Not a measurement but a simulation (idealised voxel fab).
A process module follows: voxel wiring stack.
Section shown: cut. Width: 205 nm. Cell size: 5 nm, square.
A cross-section is a grid of square cells, given in bands from the top down. A band is one or more rows of cells.
Band: top and bottom heights (nm) first, top before bottom; then materials from left to right, widths in nm. "full width" marks a sole material filling the band edge to edge. "air" denotes empty space.
Below 0: as-received wafer, all one material; heights counted from there. Lowest band: no bottom, goes on down, written "0 and below".
The expression "30->40" gives the width at the extremes of the band, the first number at its top row of cells and the second at its bottom row, with the width changing by equal amounts from each row to the next in between.
"remained the same" (step): cross-section cells unchanged, all of them.
"Enclosed void entries" specifies each empty space that is not open to the top and that occupies no fewer than 8 cells, using the form width x height at distance, the distance measured from the left edge and all three quantities in nm.
On each step's line, the part that comes after the settings is the simulator's own comment on the step.
overlay nm: where the mask lay relative to plan, measured to the right, on steps with a mask; negatives go left.
Steps planned for the process
1 RECEIVE with material Si
2 CONFORMAL_DEP with material SiO2, thk nm 15
3 DIRECTIONAL_DEP with material TiN, thk nm 5
4 DIRECTIONAL_DEP with material W, thk nm 25
5 PATTERN with tone cover, mask id METAL_1, material resist, width nm 30, pitch nm 55, thk nm 15, overlay nm 0
6 DIRECTIONAL_ETCH with etch materials W, depth nm 25
7 DIRECTIONAL_ETCH with etch materials TiN, depth nm 5
8 STRIP with etch materials resist
9 FILL_DEP with material lowk, thk nm 5
10 CMP with height nm 45
11 CONFORMAL_DEP with material SiCN, thk nm 5
12 DIRECTIONAL_DEP with material SiO2, thk nm 20
13 DIRECTIONAL_DEP with material aC, thk nm 10
14 PATTERN with tone open, mask id PLUG_1, material resist, width nm 15, pitch nm 110, thk nm 30, overlay nm 0
15 DIRECTIONAL_ETCH with etch materials aC, depth nm 10
16 STRIP with etch materials resist
17 DIRECTIONAL_ETCH with etch materials SiO2, depth nm 20
18 DIRECTIONAL_ETCH with etch materials SiCN, depth nm 5
19 STRIP with etch materials aC
20 CONFORMAL_DEP with material TiN, thk nm 5
21 FILL_DEP with material W, thk nm 5
22 CMP with height nm 70
23 DIRECTIONAL_DEP with material TiN, thk nm 5
24 DIRECTIONAL_DEP with material W, thk nm 15
25 PATTERN with tone cover, mask id METAL_2, material resist, width nm 30, pitch nm 55, thk nm 20, overlay nm 0
26 DIRECTIONAL_ETCH with etch materials W, depth nm 15
27 DIRECTIONAL_ETCH with etch materials TiN, depth nm 5
28 STRIP with etch materials resist
29 FILL_DEP with material SiO2, thk nm 10
30 CMP with height nm 90
31 CONFORMAL_DEP with material SiCN, thk nm 5
32 DIRECTIONAL_DEP with material lowk, thk nm 30
33 PATTERN with tone open, mask id METAL_3_HOLES, material resist, width nm 15, pitch nm 55, thk nm 20, overlay nm 0
34 DIRECTIONAL_ETCH with etch materials lowk, depth nm 30
35 STRIP with etch materials resist
36 MASKED_ETCH with tone open, mask id METAL_3, width nm 30, pitch nm 55, etch materials lowk, depth nm 15, overlay nm 0
37 MASKED_ETCH with tone open, mask id METAL_3, width nm 30, pitch nm 55, etch materials SiCN, depth nm 5, overlay nm 0
38 CONFORMAL_DEP with material TiN, thk nm 5
39 FILL_DEP with material Ru, thk nm 10
40 CMP with height nm 125
41 CONFORMAL_DEP with material SiN, thk nm 5
Wafer cross-section on receipt, i.e. after step 1
> 0 and below | Si full width
> Enclosed void entries: none
What the wafer looks like in cross-section after this module, when it starts as shown above and follows the plan above but one mistake is made in running it
> 130 down to 125 | SiN full width
> 125 down to 115 | 30 of lowk, 5 of TiN, 20 of Ru, 5 of TiN, 25 of lowk, 5 of TiN, 20 of Ru, 5 of TiN, 25 of lowk, 5 of TiN, 20 of Ru, 5 of TiN, 35 of lowk
> 115 down to 110 | 30 of lowk, 5 of TiN, 5 of Ru, 20 of TiN, 25 of lowk, 5 of TiN, 5 of Ru, 20 of TiN, 25 of lowk, 5 of TiN, 5 of Ru, 20 of TiN, 35 of lowk
> 110 down to 95 | 30 of lowk, 5 of TiN, 5 of Ru, 5 of TiN, 40 of lowk, 5 of TiN, 5 of Ru, 5 of TiN, 40 of lowk, 5 of TiN, 5 of Ru, 5 of TiN, 50 of lowk
> 95 down to 90 | 30 of SiCN, 15 of TiN, 40 of SiCN, 15 of TiN, 40 of SiCN, 15 of TiN, 50 of SiCN
> 90 down to 75 | 30 of SiO2, 30 of W, 25 of SiO2, 30 of W, 25 of SiO2, 30 of W, 35 of SiO2
> 75 down to 70 | 30 of SiO2, 30 of TiN, 25 of SiO2, 30 of TiN, 25 of SiO2, 30 of TiN, 35 of SiO2
> 70 down to 65 | 30 of SiCN, 15 of TiN, 95 of SiCN, 15 of TiN, 50 of SiCN
> 65 down to 45 | SiO2 full width
> 45 down to 20 | 30 of lowk, 30 of W, 25 of lowk, 30 of W, 25 of lowk, 30 of W, 35 of lowk
> 20 down to 15 | 30 of lowk, 30 of TiN, 25 of lowk, 30 of TiN, 25 of lowk, 30 of TiN, 35 of lowk
> 15 down to 0 | SiO2 full width
> 0 and below | Si full width
> Enclosed void entries: none
What was done differently from what was planned? steps 11 and 12 run out of order (swapped)
